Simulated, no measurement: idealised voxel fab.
This is a process module. Its name is voxel plated lines.
Cross-section cut: width 215 nm, square cells of 5 nm.
Think of the cross-section as a grid of square cells. We describe it in bands, top to bottom, and each band covers one or more rows of those cells. What a band's entry tells you: where the top is and where the bottom is, as heights in nm, and after that what lies inside, material by material from left to right, each with its width in nm. Empty space is written as the word "air", and a single material marked with the word "full width" occupies the band from edge to edge. Height 0 is the level under which the wafer as received is all one material. The lowest band goes on downwards, as in "0 nm and below". You'd read "30->40" like this: the band's top row of cells is as wide as the first number, its bottom row is as wide as the second, and going down, every row changes width by the same amount as the row before did. Key: "stayed the same" - step with no changed cell in the cross-section. In "Enclosed void inventory" the enclosed voids are listed, meaning empty spaces of 8 cells or larger without any opening to the top. The form is width x height at distance, distance from the left edge, units nm. Anything after a step's settings on that line? It's the simulator's own note about the step. overlay nm: for a step with a mask, the amount by which the mask lay right of where it was planned; a negative amount means left of it.
Planned process steps
1 RECEIVE: material Si
2 CONFORMAL_DEP: material SiN, thk nm 10
3 DIRECTIONAL_DEP: material TiN, thk nm 5
4 PATTERN: tone open, mask id LINES, material resist, width nm 15, pitch nm 45, thk nm 40, overlay nm 0
5 EPI: material Ru, thk nm 10
6 EPI: material Ru, thk nm 10
7 EPI: material Ru, thk nm 10
8 STRIP: etch materials resist
9 DIRECTIONAL_ETCH: etch materials TiN, depth nm 5
10 CONFORMAL_DEP: material SiCN, thk nm 10
Variable across wafers: step 4 width nm (plan value is that of the first wafer; starting state common to all).
Step 1 complete: as-received cross-section of the first of several wafers
* 0 nm and below: Si full width
* Enclosed void inventory: none
First of several wafers: cross-section at the end of the module, after step 10, its last step
* 55 nm to 45 nm: air 45, then SiCN 35, then air 10, then SiCN 35, then air 10, then SiCN 35, then air 45
* 45 nm to 20 nm: air 45, then SiCN 10, then Ru 15, then SiCN 10, then air 10, then SiCN 10, then Ru 15, then SiCN 10, then air 10, then SiCN 10, then Ru 15, then SiCN 10, then air 45
* 20 nm to 15 nm: SiCN 55, then Ru 15, then SiCN 30, then Ru 15, then SiCN 30, then Ru 15, then SiCN 55
* 15 nm to 10 nm: SiCN 55, then TiN 15, then SiCN 30, then TiN 15, then SiCN 30, then TiN 15, then SiCN 55
* 10 nm to 0 nm: SiN full width
* 0 nm and below: Si full width
* Enclosed void inventory: none
Cross-sectional depiction of the last of several wafers upon completion of the module
* 55 nm to 45 nm: air 40, then SiCN 140, then air 35
* 45 nm to 20 nm: air 40, then SiCN 10, then Ru 30, then SiCN 15, then Ru 30, then SiCN 15, then Ru 30, then SiCN 10, then air 35
* 20 nm to 15 nm: SiCN 50, then Ru 30, then SiCN 15, then Ru 30, then SiCN 15, then Ru 30, then SiCN 45
* 15 nm to 10 nm: SiCN 50, then TiN 30, then SiCN 15, then TiN 30, then SiCN 15, then TiN 30, then SiCN 45
* 10 nm to 0 nm: SiN full width
* 0 nm and below: Si full width
* Enclosed void inventory: none
Tabulated below, wafer by wafer, are the end-of-module results: for each material, the number of cells gained (+) or lost (-) relative to the as-received state, followed by the closed voids
width nm 15 | +54 Ru | +170 SiCN | +86 SiN | +9 TiN | Enclosed void inventory: none
width nm 20 | +72 Ru | +170 SiCN | +86 SiN | +12 TiN | Enclosed void inventory: none
width nm 25 | +90 Ru | +170 SiCN | +86 SiN | +15 TiN | Enclosed void inventory: none
width nm 30 | +108 Ru | +156 SiCN | +86 SiN | +18 TiN | Enclosed void inventory: none
